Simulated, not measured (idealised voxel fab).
The document below concerns the process module designated voxel released beams.
In the cross-section labelled cut, the width is 210 nm and each square cell is 5 nm.
Cross-section spec: square-cell grid; bands listed top down; each band is one or more rows.
In this notation a band is specified by the heights of its top and bottom, in that order and in nm, after which its materials appear from left to right, each paired with its width in nm. The word "everywhere" attached to a single material means that material fills the band from edge to edge; the word "air" stands for empty space.
Heights from 0 (as-received wafer is one material below). Bottom band endless downward, as "z 0 and below".
Graded width ("30..40"): value in top row of band = first number; value in bottom row = second number; row-to-row change constant.
"nothing got changed" for a step: no cell of the cross-section changed in that step.
The entry titled "Closed-off voids" provides the empty spaces that have no open way to the top, restricted to those of 8 cells or more. Each is presented as width x height at distance, the distance being measured from the left edge, with all three in nm.
That trailing text on a step's line, after the settings, is the simulator's own remark on the step.
When a step includes a mask, the "overlay nm" setting on its line states how far to the right of its planned place that mask lay, and negative values state how far to the left.

Below is the list of planned process steps
| 1 | RECEIVE, material Si |
| 2 | CONFORMAL_DEP, material Al2O3, thk nm 10 |
| 3 | DIRECTIONAL_DEP, material SiO2, thk nm 15 |
| 4 | MASKED_ETCH, tone open, mask id ANCHOR, width nm 40, etch materials SiO2, depth nm 15, overlay nm 0 |
| 5 | CONFORMAL_DEP, material SiN, thk nm 15 |
| 6 | MASKED_ETCH, tone cover, mask id BEAM, width nm 125, etch materials SiN, depth nm 15, overlay nm 0 |
| 7 | STRIP, etch materials SiO2 |

Cross-section of the wafer at receipt, which is the condition after step 1
	z 0 and below | Si everywhere
	Closed-off voids: none

First of two wafers at the end of the module, shown in cross-section; run carried out as planned
	z 40 to 25 | air=40, then SiN=20, then air=10, then SiN=95, then air=45
	z 25 to 10 | air=45, then SiN=40, then air=125
	z 10 to 0 | Al2O3 everywhere
	z 0 and below | Si everywhere
	Closed-off voids: none

Presented here is a cross-section of the second of the two wafers as it stood at the end of the module. It was started in the same manner and assigned the same plan as the first wafer; however, one mistake was made in its execution
	z 40 to 25 | air=40, then SiN=125, then air=45
	z 25 to 15 | Al2O3 everywhere
	z 15 to 0 | SiO2 everywhere
	z 0 and below | Si everywhere
	Closed-off voids: none
What went wrong in running the wafer? sequence error: steps 2 and 3 interchanged
Cell-count delta at end, second wafer over first, by material: SiN: 18 fewer, SiO2: 126 more
